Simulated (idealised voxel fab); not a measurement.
process module | voxel fin reveal
cross-section cut | 275 nm wide | cells 5 nm
A cross-section is a grid of square cells, given in bands from the top down. A band is one or more rows of cells.
Each band's line starts with the height of the band's top and of its bottom, in nm. Then come its materials from left to right, each with its width in nm. One material with "throughout" fills the band from edge to edge. "air" is empty space.
Height 0 is the level under which the wafer as received is all one material. The lowest band goes on downwards, as in "0 down".
A width such as "30 to 40" changes by the same amount from each row of cells to the next, from the band's top row to its bottom row.
"no change" after a step means that no cell of the cross-section changed.
closed voids: empty space of 8 cells or more with no open way to the top, each as width x height at its distance from the left edge, in nm
after a step's settings: what the simulator itself notes on the step
overlay nm, on a step with a mask: how far to the right of its planned place the mask lay; to the left if negative
plan
1 op RECEIVE | material Si
2 op CONFORMAL_DEP | material SiN | thk nm 5
3 op MASKED_ETCH | tone cover | mask id FINS | width nm 15 | pitch nm 40 | etch materials SiN | depth nm 5 | overlay nm 0
4 op MASKED_ETCH | tone cover | mask id FINS | width nm 15 | pitch nm 40 | etch materials Si | depth nm 30 | overlay nm 0
5 op FILL_DEP | material SiO2 | thk nm 15
6 op CMP | height nm 5
7 op SELECTIVE_ETCH | etch materials SiO2 | depth nm 25
8 op STRIP | etch materials SiN
9 op CONFORMAL_DEP | material SiO2 | thk nm 5
as received, after step 1
  0 down: Si throughout
  closed voids: none
a wafer at the end: this start, this plan, one mistake
  5 to 0: air 105 | SiO2 25 | air 15 | SiO2 25 | air 105
  0 to -15: air 105 | SiO2 5 | Si 15 | SiO2 5 | air 15 | SiO2 5 | Si 15 | SiO2 5 | air 105
  -15 to -60: SiO2 110 | Si 15 | SiO2 25 | Si 15 | SiO2 110
  -60 down: Si throughout
  closed voids: none
what went wrong: step 4 was run twice
